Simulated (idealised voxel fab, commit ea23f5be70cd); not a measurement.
Process module, titled voxel released beams
Xsec cut, 145 nm wide, square cell size 5 nm.
When this document writes out a cross-section, it uses a grid of square cells and lists it as bands, beginning at the top and moving down, with a band standing for one or more rows of cells. This entry defines a band. It first specifies the height of the band's top and the height of its bottom in nm, and then specifies the band's materials from left to right, stating each material with its width in nm. The word "full width" identifies a single material that fills the band from edge to edge, while the word "blank" identifies empty space. Where do heights start? At 0: under that level the wafer as delivered is made of one material only. And the lowest band has no floor; it just carries on downward, as in "0 down". So if you see something like "30->40" for the width, read it as the top row of the band sitting at the first number and the bottom row at the second, with every row in between moving by the same amount as the last. "nothing different" means the step left every cell of the cross-section as it was. "Trapped void list" - sealed voids, min. 8 cells, no opening to top; format: width x height at distance (distance from left edge; nm throughout). What comes after the settings on a step's line is commentary from the simulator itself on that step. The optional step-line setting "overlay nm" applies to steps with a mask and quantifies how far to the right of its planned location the mask lay, a negative value indicating leftward placement. Reading guide: pairs of cross-sections, before and after one process step; after view cut off at lowest changed band; step and settings listed under each pair. Pairs may stem from different runs of this module on the same starting wafer; continuity with the pair above only where the "Ex-ante state" entry states it.

Ex-ante state
> 0 down = Si full width
> Trapped void list: none

After the Step
> 10 to 0 = Al2O3 full width
> below 0: unchanged
> Trapped void list: none
Step that separates the before view from the after view above: CONFORMAL_DEP, material Al2O3, thk nm 10

Ex-ante state: as in the pair right above, post-step view.

After the Step
> 25 to 10 = SiO2 full width
> below 10: unchanged
> Trapped void list: none
Step that separates the before view from the after view above: DIRECTIONAL_DEP, material SiO2, thk nm 15

Ex-ante state: as in the pair right above, post-step view.

After the Step
> 35 to 25 = aC full width
> below 25: unchanged
> Trapped void list: none
Step that separates the before view from the after view above: DIRECTIONAL_DEP, material aC, thk nm 10

Ex-ante state: as in the pair right above, post-step view.

After the Step
> 60 to 35 = resist (20) | blank (45) | resist (80)
> below 35: unchanged
> Trapped void list: none
Step that separates the before view from the after view above: PATTERN, tone open, mask id ANCHOR, material resist, width nm 45, thk nm 25, overlay nm 0

Ex-ante state: as in the pair right above, post-step view.

After the Step
> 50 to 35 = resist (20) | blank (45) | resist (80)
> 35 to 25 = aC (20) | blank (45) | aC (80)
> below 25: unchanged
> Trapped void list: none
Step that separates the before view from the after view above: DIRECTIONAL_ETCH, etch materials aC, depth nm 10

Ex-ante state: as in the pair right above, post-step view.

After the Step
> 35 to 25 = aC (20) | blank (45) | aC (80)
> below 25: unchanged
> Trapped void list: none
Step that separates the before view from the after view above: STRIP, etch materials resist

Ex-ante state: as in the pair right above, post-step view.

After the Step
> 35 to 25 = aC (20) | blank (45) | aC (80)
> 25 to 10 = SiO2 (20) | blank (45) | SiO2 (80)
> below 10: unchanged
> Trapped void list: none
Step that separates the before view from the after view above: DIRECTIONAL_ETCH, etch materials SiO2, depth nm 15

Ex-ante state: as in the pair right above, post-step view.

After the Step
> 25 to 10 = SiO2 (20) | blank (45) | SiO2 (80)
> below 10: unchanged
> Trapped void list: none
Step that separates the before view from the after view above: STRIP, etch materials aC

Ex-ante state: as in the pair right above, post-step view.

After the Step
> 40 to 25 = polySi (35) | blank (15) | polySi (95)
> 25 to 10 = SiO2 (20) | polySi (45) | SiO2 (80)
> below 10: unchanged
> Trapped void list: none
Step that separates the before view from the after view above: CONFORMAL_DEP, material polySi, thk nm 15

Ex-ante state: as in the pair right above, post-step view.

After the Step
> 60 to 40 = blank (15) | resist (110) | blank (20)
> 40 to 25 = polySi (35) | resist (15) | polySi (95)
> below 25: unchanged
> Trapped void list: none
Step that separates the before view from the after view above: PATTERN, tone cover, mask id BEAM, material resist, width nm 110, thk nm 20, overlay nm 0

Ex-ante state: as in the pair right above, post-step view.

After the Step
> 60 to 40 = blank (15) | resist (110) | blank (20)
> 40 to 25 = blank (15) | polySi (20) | resist (15) | polySi (75) | blank (20)
> below 25: unchanged
> Trapped void list: none
Step that separates the before view from the after view above: DIRECTIONAL_ETCH, etch materials polySi, depth nm 15

Ex-ante state: as in the pair right above, post-step view.

After the Step
> 40 to 25 = blank (15) | polySi (20) | blank (15) | polySi (75) | blank (20)
> below 25: unchanged
> Trapped void list: none
Step that separates the before view from the after view above: STRIP, etch materials resist

Ex-ante state: as in the pair right above, post-step view.

After the Step
> 40 to 25 = blank (15) | polySi (20) | blank (15) | polySi (75) | blank (20)
> 25 to 10 = blank (20) | polySi (45) | blank (80)
> below 10: unchanged
> Trapped void list: none
Step that separates the before view from the after view above: STRIP, etch materials SiO2

Ex-ante state
> 0 down = Si full width
> Trapped void list: none

After the Step
> 15 to 0 = SiO2 full width
> below 0: unchanged
> Trapped void list: none
Step that separates the before view from the after view above: DIRECTIONAL_DEP, material SiO2, thk nm 15

Ex-ante state: as in the pair right above, post-step view.

After the Step
> 25 to 15 = aC full width
> below 15: unchanged
> Trapped void list: none
Step that separates the before view from the after view above: DIRECTIONAL_DEP, material aC, thk nm 10

Ex-ante state: as in the pair right above, post-step view.

After the Step
> 50 to 25 = resist (20) | blank (45) | resist (80)
> below 25: unchanged
> Trapped void list: none
Step that separates the before view from the after view above: PATTERN, tone open, mask id ANCHOR, material resist, width nm 45, thk nm 25, overlay nm 0

Ex-ante state: as in the pair right above, post-step view.

After the Step
> 40 to 25 = resist (20) | blank (45) | resist (80)
> 25 to 15 = aC (20) | blank (45) | aC (80)
> below 15: unchanged
> Trapped void list: none
Step that separates the before view from the after view above: DIRECTIONAL_ETCH, etch materials aC, depth nm 10

Ex-ante state: as in the pair right above, post-step view.

After the Step
> 25 to 15 = aC (20) | blank (45) | aC (80)
> below 15: unchanged
> Trapped void list: none
Step that separates the before view from the after view above: STRIP, etch materials resist

Ex-ante state: as in the pair right above, post-step view.

After the Step
> 25 to 15 = aC (20) | blank (45) | aC (80)
> 15 to 0 = SiO2 (20) | blank (45) | SiO2 (80)
> below 0: unchanged
> Trapped void list: none
Step that separates the before view from the after view above: DIRECTIONAL_ETCH, etch materials SiO2, depth nm 15

Ex-ante state: as in the pair right above, post-step view.

After the Step
> 15 to 0 = SiO2 (20) | blank (45) | SiO2 (80)
> below 0: unchanged
> Trapped void list: none
Step that separates the before view from the after view above: STRIP, etch materials aC

Ex-ante state: as in the pair right above, post-step view.

After the Step
> 30 to 15 = polySi (35) | blank (15) | polySi (95)
> 15 to 0 = SiO2 (20) | polySi (45) | SiO2 (80)
> below 0: unchanged
> Trapped void list: none
Step that separates the before view from the after view above: CONFORMAL_DEP, material polySi, thk nm 15

Ex-ante state: as in the pair right above, post-step view.

After the Step
> 50 to 30 = blank (15) | resist (110) | blank (20)
> 30 to 15 = polySi (35) | resist (15) | polySi (95)
> below 15: unchanged
> Trapped void list: none
Step that separates the before view from the after view above: PATTERN, tone cover, mask id BEAM, material resist, width nm 110, thk nm 20, overlay nm 0

Ex-ante state: as in the pair right above, post-step view.

After the Step
> 50 to 30 = blank (15) | resist (110) | blank (20)
> 30 to 15 = blank (15) | polySi (20) | resist (15) | polySi (75) | blank (20)
> below 15: unchanged
> Trapped void list: none
Step that separates the before view from the after view above: DIRECTIONAL_ETCH, etch materials polySi, depth nm 15

Ex-ante state: as in the pair right above, post-step view.

After the Step
> 30 to 15 = blank (15) | polySi (20) | blank (15) | polySi (75) | blank (20)
> below 15: unchanged
> Trapped void list: none
Step that separates the before view from the after view above: STRIP, etch materials resist

Ex-ante state: as in the pair right above, post-step view.

After the Step
> 30 to 15 = blank (15) | polySi (20) | blank (15) | polySi (75) | blank (20)
> 15 to 0 = blank (20) | polySi (45) | blank (80)
> below 0: unchanged
> Trapped void list: none
Step that separates the before view from the after view above: STRIP, etch materials SiO2

Ex-ante state
> 40 to 25 = polySi (35) | blank (15) | polySi (95)
> 25 to 10 = SiO2 (20) | polySi (45) | SiO2 (80)
> 10 to 0 = Al2O3 full width
> 0 down = Si full width
> Trapped void list: none

After the Step
> 55 to 25 = polySi full width
> below 25: unchanged
> Trapped void list: none
Step that separates the before view from the after view above: CONFORMAL_DEP, material polySi, thk nm 15

Ex-ante state: as in the pair right above, post-step view.

After the Step
> 75 to 55 = blank (15) | resist (110) | blank (20)
> below 55: unchanged
> Trapped void list: none
Step that separates the before view from the after view above: PATTERN, tone cover, mask id BEAM, material resist, width nm 110, thk nm 20, overlay nm 0

Ex-ante state: as in the pair right above, post-step view.

After the Step
> 75 to 55 = blank (15) | resist (110) | blank (20)
> 55 to 40 = blank (15) | polySi (110) | blank (20)
> below 40: unchanged
> Trapped void list: none
Step that separates the before view from the after view above: DIRECTIONAL_ETCH, etch materials polySi, depth nm 15

Ex-ante state: as in the pair right above, post-step view.

After the Step
> 55 to 40 = blank (15) | polySi (110) | blank (20)
> below 40: unchanged
> Trapped void list: none
Step that separates the before view from the after view above: STRIP, etch materials resist

Ex-ante state
> 15 to 0 = SiO2 full width
> 0 down = Si full width
> Trapped void list: none

After the Step
> 25 to 15 = Al2O3 full width
> below 15: unchanged
> Trapped void list: none
Step that separates the before view from the after view above: CONFORMAL_DEP, material Al2O3, thk nm 10

Ex-ante state: as in the pair right above, post-step view.

After the Step
> 35 to 25 = aC full width
> below 25: unchanged
> Trapped void list: none
Step that separates the before view from the after view above: DIRECTIONAL_DEP, material aC, thk nm 10

Ex-ante state: as in the pair right above, post-step view.

After the Step
> 60 to 35 = resist (20) | blank (45) | resist (80)
> below 35: unchanged
> Trapped void list: none
Step that separates the before view from the after view above: PATTERN, tone open, mask id ANCHOR, material resist, width nm 45, thk nm 25, overlay nm 0

Ex-ante state: as in the pair right above, post-step view.

After the Step
> 50 to 35 = resist (20) | blank (45) | resist (80)
> 35 to 25 = aC (20) | blank (45) | aC (80)
> below 25: unchanged
> Trapped void list: none
Step that separates the before view from the after view above: DIRECTIONAL_ETCH, etch materials aC, depth nm 10

Ex-ante state: as in the pair right above, post-step view.

After the Step
> 35 to 25 = aC (20) | blank (45) | aC (80)
> below 25: unchanged
> Trapped void list: none
Step that separates the before view from the after view above: STRIP, etch materials resist

Ex-ante state: as in the pair right above, post-step view.

After the Step
> 25 to 15 = Al2O3 full width
> below 15: unchanged
> Trapped void list: none
Step that separates the before view from the after view above: STRIP, etch materials aC

Ex-ante state: as in the pair right above, post-step view.

After the Step
> 40 to 25 = polySi full width
> below 25: unchanged
> Trapped void list: none
Step that separates the before view from the after view above: CONFORMAL_DEP, material polySi, thk nm 15

Ex-ante state: as in the pair right above, post-step view.

After the Step
> 60 to 40 = blank (15) | resist (110) | blank (20)
> below 40: unchanged
> Trapped void list: none
Step that separates the before view from the after view above: PATTERN, tone cover, mask id BEAM, material resist, width nm 110, thk nm 20, overlay nm 0

Ex-ante state: as in the pair right above, post-step view.

After the Step
> 60 to 40 = blank (15) | resist (110) | blank (20)
> 40 to 25 = blank (15) | polySi (110) | blank (20)
> below 25: unchanged
> Trapped void list: none
Step that separates the before view from the after view above: DIRECTIONAL_ETCH, etch materials polySi, depth nm 15

Ex-ante state: as in the pair right above, post-step view.

After the Step
> 40 to 25 = blank (15) | polySi (110) | blank (20)
> below 25: unchanged
> Trapped void list: none
Step that separates the before view from the after view above: STRIP, etch materials resist

Ex-ante state
> 0 down = Si full width
> Trapped void list: none

After the Step
> 5 to 0 = Al2O3 full width
> below 0: unchanged
> Trapped void list: none
Step that separates the before view from the after view above: CONFORMAL_DEP, material Al2O3, thk nm 5

Ex-ante state: as in the pair right above, post-step view.

After the Step
> 20 to 5 = SiO2 full width
> below 5: unchanged
> Trapped void list: none
Step that separates the before view from the after view above: DIRECTIONAL_DEP, material SiO2, thk nm 15

Ex-ante state: as in the pair right above, post-step view.

After the Step
> 30 to 20 = aC full width
> below 20: unchanged
> Trapped void list: none
Step that separates the before view from the after view above: DIRECTIONAL_DEP, material aC, thk nm 10

Ex-ante state: as in the pair right above, post-step view.

After the Step
> 55 to 30 = resist (20) | blank (45) | resist (80)
> below 30: unchanged
> Trapped void list: none
Step that separates the before view from the after view above: PATTERN, tone open, mask id ANCHOR, material resist, width nm 45, thk nm 25, overlay nm 0

Ex-ante state: as in the pair right above, post-step view.

After the Step
> 45 to 30 = resist (20) | blank (45) | resist (80)
> 30 to 20 = aC (20) | blank (45) | aC (80)
> below 20: unchanged
> Trapped void list: none
Step that separates the before view from the after view above: DIRECTIONAL_ETCH, etch materials aC, depth nm 10

Ex-ante state: as in the pair right above, post-step view.

After the Step
> 30 to 20 = aC (20) | blank (45) | aC (80)
> below 20: unchanged
> Trapped void list: none
Step that separates the before view from the after view above: STRIP, etch materials resist

Ex-ante state: as in the pair right above, post-step view.

After the Step
> 30 to 20 = aC (20) | blank (45) | aC (80)
> 20 to 5 = SiO2 (20) | blank (45) | SiO2 (80)
> below 5: unchanged
> Trapped void list: none
Step that separates the before view from the after view above: DIRECTIONAL_ETCH, etch materials SiO2, depth nm 15

Ex-ante state: as in the pair right above, post-step view.

After the Step
> 20 to 5 = SiO2 (20) | blank (45) | SiO2 (80)
> below 5: unchanged
> Trapped void list: none
Step that separates the before view from the after view above: STRIP, etch materials aC

Ex-ante state: as in the pair right above, post-step view.

After the Step
> 35 to 20 = polySi (35) | blank (15) | polySi (95)
> 20 to 5 = SiO2 (20) | polySi (45) | SiO2 (80)
> below 5: unchanged
> Trapped void list: none
Step that separates the before view from the after view above: CONFORMAL_DEP, material polySi, thk nm 15

Ex-ante state: as in the pair right above, post-step view.

After the Step
> 55 to 35 = blank (15) | resist (110) | blank (20)
> 35 to 20 = polySi (35) | resist (15) | polySi (95)
> below 20: unchanged
> Trapped void list: none
Step that separates the before view from the after view above: PATTERN, tone cover, mask id BEAM, material resist, width nm 110, thk nm 20, overlay nm 0

Ex-ante state: as in the pair right above, post-step view.

After the Step
> 55 to 35 = blank (15) | resist (110) | blank (20)
> 35 to 20 = blank (15) | polySi (20) | resist (15) | polySi (75) | blank (20)
> below 20: unchanged
> Trapped void list: none
Step that separates the before view from the after view above: DIRECTIONAL_ETCH, etch materials polySi, depth nm 15

Ex-ante state: as in the pair right above, post-step view.

After the Step
> 35 to 20 = blank (15) | polySi (20) | blank (15) | polySi (75) | blank (20)
> below 20: unchanged
> Trapped void list: none
Step that separates the before view from the after view above: STRIP, etch materials resist

Ex-ante state: as in the pair right above, post-step view.

After the Step
> 35 to 20 = blank (15) | polySi (20) | blank (15) | polySi (75) | blank (20)
> 20 to 5 = blank (20) | polySi (45) | blank (80)
> below 5: unchanged
> Trapped void list: none
Step that separates the before view from the after view above: STRIP, etch materials SiO2

Ex-ante state
> 35 to 25 = aC full width
> 25 to 10 = SiO2 full width
> 10 to 0 = Al2O3 full width
> 0 down = Si full width
> Trapped void list: none

After the Step
> 60 to 35 = resist (15) | blank (55) | resist (75)
> below 35: unchanged
> Trapped void list: none
Step that separates the before view from the after view above: PATTERN, tone open, mask id ANCHOR, material resist, width nm 55, thk nm 25, overlay nm 0

Ex-ante state: as in the pair right above, post-step view.

After the Step
> 50 to 35 = resist (15) | blank (55) | resist (75)
> 35 to 25 = aC (15) | blank (55) | aC (75)
> below 25: unchanged
> Trapped void list: none
Step that separates the before view from the after view above: DIRECTIONAL_ETCH, etch materials aC, depth nm 10

Ex-ante state: as in the pair right above, post-step view.

After the Step
> 35 to 25 = aC (15) | blank (55) | aC (75)
> below 25: unchanged
> Trapped void list: none
Step that separates the before view from the after view above: STRIP, etch materials resist

Ex-ante state: as in the pair right above, post-step view.

After the Step
> 35 to 25 = aC (15) | blank (55) | aC (75)
> 25 to 10 = SiO2 (15) | blank (55) | SiO2 (75)
> below 10: unchanged
> Trapped void list: none
Step that separates the before view from the after view above: DIRECTIONAL_ETCH, etch materials SiO2, depth nm 15

Ex-ante state: as in the pair right above, post-step view.

After the Step
> 25 to 10 = SiO2 (15) | blank (55) | SiO2 (75)
> below 10: unchanged
> Trapped void list: none
Step that separates the before view from the after view above: STRIP, etch materials aC

Ex-ante state: as in the pair right above, post-step view.

After the Step
> 40 to 25 = polySi (30) | blank (25) | polySi (90)
> 25 to 10 = SiO2 (15) | polySi (55) | SiO2 (75)
> below 10: unchanged
> Trapped void list: none
Step that separates the before view from the after view above: CONFORMAL_DEP, material polySi, thk nm 15

Ex-ante state: as in the pair right above, post-step view.

After the Step
> 60 to 40 = blank (15) | resist (110) | blank (20)
> 40 to 25 = polySi (30) | resist (25) | polySi (90)
> below 25: unchanged
> Trapped void list: none
Step that separates the before view from the after view above: PATTERN, tone cover, mask id BEAM, material resist, width nm 110, thk nm 20, overlay nm 0

Ex-ante state: as in the pair right above, post-step view.

After the Step
> 60 to 40 = blank (15) | resist (110) | blank (20)
> 40 to 25 = blank (15) | polySi (15) | resist (25) | polySi (70) | blank (20)
> below 25: unchanged
> Trapped void list: none
Step that separates the before view from the after view above: DIRECTIONAL_ETCH, etch materials polySi, depth nm 15

Ex-ante state: as in the pair right above, post-step view.

After the Step
> 40 to 25 = blank (15) | polySi (15) | blank (25) | polySi (70) | blank (20)
> below 25: unchanged
> Trapped void list: none
Step that separates the before view from the after view above: STRIP, etch materials resist

Ex-ante state: as in the pair right above, post-step view.

After the Step
> 40 to 25 = blank (15) | polySi (15) | blank (25) | polySi (70) | blank (20)
> 25 to 10 = blank (15) | polySi (55) | blank (75)
> below 10: unchanged
> Trapped void list: none
Step that separates the before view from the after view above: STRIP, etch materials SiO2

Ex-ante state
> 40 to 25 = polySi (35) | blank (15) | polySi (95)
> 25 to 10 = SiO2 (20) | polySi (45) | SiO2 (80)
> 10 to 0 = Al2O3 full width
> 0 down = Si full width
> Trapped void list: none

After the Step
> 60 to 40 = blank (20) | resist (110) | blank (15)
> 40 to 25 = polySi (35) | resist (15) | polySi (95)
> below 25: unchanged
> Trapped void list: none
Step that separates the before view from the after view above: PATTERN, tone cover, mask id BEAM, material resist, width nm 110, thk nm 20, overlay nm 5

Ex-ante state: as in the pair right above, post-step view.

After the Step
> 60 to 40 = blank (20) | resist (110) | blank (15)
> 40 to 25 = blank (20) | polySi (15) | resist (15) | polySi (80) | blank (15)
> below 25: unchanged
> Trapped void list: none
Step that separates the before view from the after view above: DIRECTIONAL_ETCH, etch materials polySi, depth nm 15

Ex-ante state: as in the pair right above, post-step view.

After the Step
> 40 to 25 = blank (20) | polySi (15) | blank (15) | polySi (80) | blank (15)
> below 25: unchanged
> Trapped void list: none
Step that separates the before view from the after view above: STRIP, etch materials resist

Ex-ante state: as in the pair right above, post-step view.

After the Step
> 40 to 25 = blank (20) | polySi (15) | blank (15) | polySi (80) | blank (15)
> 25 to 10 = blank (20) | polySi (45) | blank (80)
> below 10: unchanged
> Trapped void list: none
Step that separates the before view from the after view above: STRIP, etch materials SiO2

Ex-ante state
> 0 down = Si full width
> Trapped void list: none

After the Step
> 10 to 0 = polySi full width
> below 0: unchanged
> Trapped void list: none
Step that separates the before view from the after view above: CONFORMAL_DEP, material polySi, thk nm 10

Ex-ante state: as in the pair right above, post-step view.

After the Step
> 25 to 10 = SiO2 full width
> below 10: unchanged
> Trapped void list: none
Step that separates the before view from the after view above: DIRECTIONAL_DEP, material SiO2, thk nm 15

Ex-ante state: as in the pair right above, post-step view.

After the Step
> 35 to 25 = aC full width
> below 25: unchanged
> Trapped void list: none
Step that separates the before view from the after view above: DIRECTIONAL_DEP, material aC, thk nm 10

Ex-ante state: as in the pair right above, post-step view.

After the Step
> 60 to 35 = resist (20) | blank (45) | resist (80)
> below 35: unchanged
> Trapped void list: none
Step that separates the before view from the after view above: PATTERN, tone open, mask id ANCHOR, material resist, width nm 45, thk nm 25, overlay nm 0

Ex-ante state: as in the pair right above, post-step view.

After the Step
> 50 to 35 = resist (20) | blank (45) | resist (80)
> 35 to 25 = aC (20) | blank (45) | aC (80)
> below 25: unchanged
> Trapped void list: none
Step that separates the before view from the after view above: DIRECTIONAL_ETCH, etch materials aC, depth nm 10

Ex-ante state: as in the pair right above, post-step view.

After the Step
> 35 to 25 = aC (20) | blank (45) | aC (80)
> below 25: unchanged
> Trapped void list: none
Step that separates the before view from the after view above: STRIP, etch materials resist

Ex-ante state: as in the pair right above, post-step view.

After the Step
> 35 to 25 = aC (20) | blank (45) | aC (80)
> 25 to 10 = SiO2 (20) | blank (45) | SiO2 (80)
> below 10: unchanged
> Trapped void list: none
Step that separates the before view from the after view above: DIRECTIONAL_ETCH, etch materials SiO2, depth nm 15

Ex-ante state: as in the pair right above, post-step view.

After the Step
> 25 to 10 = SiO2 (20) | blank (45) | SiO2 (80)
> below 10: unchanged
> Trapped void list: none
Step that separates the before view from the after view above: STRIP, etch materials aC

Ex-ante state: as in the pair right above, post-step view.

After the Step
> 40 to 25 = polySi (35) | blank (15) | polySi (95)
> 25 to 10 = SiO2 (20) | polySi (45) | SiO2 (80)
> below 10: unchanged
> Trapped void list: none
Step that separates the before view from the after view above: CONFORMAL_DEP, material polySi, thk nm 15

Ex-ante state: as in the pair right above, post-step view.

After the Step
> 60 to 40 = blank (15) | resist (110) | blank (20)
> 40 to 25 = polySi (35) | resist (15) | polySi (95)
> below 25: unchanged
> Trapped void list: none
Step that separates the before view from the after view above: PATTERN, tone cover, mask id BEAM, material resist, width nm 110, thk nm 20, overlay nm 0

Ex-ante state: as in the pair right above, post-step view.

After the Step
> 60 to 40 = blank (15) | resist (110) | blank (20)
> 40 to 25 = blank (15) | polySi (20) | resist (15) | polySi (75) | blank (20)
> below 25: unchanged
> Trapped void list: none
Step that separates the before view from the after view above: DIRECTIONAL_ETCH, etch materials polySi, depth nm 15

Ex-ante state: as in the pair right above, post-step view.

After the Step
> 40 to 25 = blank (15) | polySi (20) | blank (15) | polySi (75) | blank (20)
> below 25: unchanged
> Trapped void list: none
Step that separates the before view from the after view above: STRIP, etch materials resist

Ex-ante state: as in the pair right above, post-step view.

After the Step
> 40 to 25 = blank (15) | polySi (20) | blank (15) | polySi (75) | blank (20)
> 25 to 10 = blank (20) | polySi (45) | blank (80)
> below 10: unchanged
> Trapped void list: none
Step that separates the before view from the after view above: STRIP, etch materials SiO2

Ex-ante state
> 35 to 25 = aC full width
> 25 to 10 = SiO2 full width
> 10 to 0 = Al2O3 full width
> 0 down = Si full width
> Trapped void list: none

After the Step
> 60 to 35 = blank (20) | resist (45) | blank (80)
> below 35: unchanged
> Trapped void list: none
Step that separates the before view from the after view above: PATTERN, tone cover, mask id ANCHOR, material resist, width nm 45, thk nm 25, overlay nm 0

Ex-ante state: as in the pair right above, post-step view.

After the Step
> 50 to 35 = blank (20) | resist (45) | blank (80)
> 35 to 25 = blank (20) | aC (45) | blank (80)
> below 25: unchanged
> Trapped void list: none
Step that separates the before view from the after view above: DIRECTIONAL_ETCH, etch materials aC, depth nm 10

Ex-ante state: as in the pair right above, post-step view.

After the Step
> 35 to 25 = blank (20) | aC (45) | blank (80)
> below 25: unchanged
> Trapped void list: none
Step that separates the before view from the after view above: STRIP, etch materials resist

Ex-ante state: as in the pair right above, post-step view.

After the Step
> 35 to 25 = blank (20) | aC (45) | blank (80)
> 25 to 10 = blank (20) | SiO2 (45) | blank (80)
> below 10: unchanged
> Trapped void list: none
Step that separates the before view from the after view above: DIRECTIONAL_ETCH, etch materials SiO2, depth nm 15

Ex-ante state: as in the pair right above, post-step view.

After the Step
> 25 to 10 = blank (20) | SiO2 (45) | blank (80)
> below 10: unchanged
> Trapped void list: none
Step that separates the before view from the after view above: STRIP, etch materials aC

Ex-ante state: as in the pair right above, post-step view.

After the Step
> 40 to 25 = blank (5) | polySi (75) | blank (65)
> 25 to 10 = polySi (20) | SiO2 (45) | polySi (80)
> below 10: unchanged
> Trapped void list: none
Step that separates the before view from the after view above: CONFORMAL_DEP, material polySi, thk nm 15

Ex-ante state: as in the pair right above, post-step view.

After the Step
> 60 to 40 = blank (15) | resist (110) | blank (20)
> 40 to 25 = blank (5) | polySi (75) | resist (45) | blank (20)
> below 25: unchanged
> Trapped void list: none
Step that separates the before view from the after view above: PATTERN, tone cover, mask id BEAM, material resist, width nm 110, thk nm 20, overlay nm 0

Ex-ante state: as in the pair right above, post-step view.

After the Step
> 60 to 40 = blank (15) | resist (110) | blank (20)
> 40 to 25 = blank (15) | polySi (65) | resist (45) | blank (20)
> 25 to 10 = blank (5) | polySi (15) | SiO2 (45) | polySi (60) | blank (20)
> below 10: unchanged
> Trapped void list: none
Step that separates the before view from the after view above: DIRECTIONAL_ETCH, etch materials polySi, depth nm 15

Ex-ante state: as in the pair right above, post-step view.

After the Step
> 40 to 25 = blank (15) | polySi (65) | blank (65)
> below 25: unchanged
> Trapped void list: none
Step that separates the before view from the after view above: STRIP, etch materials resist
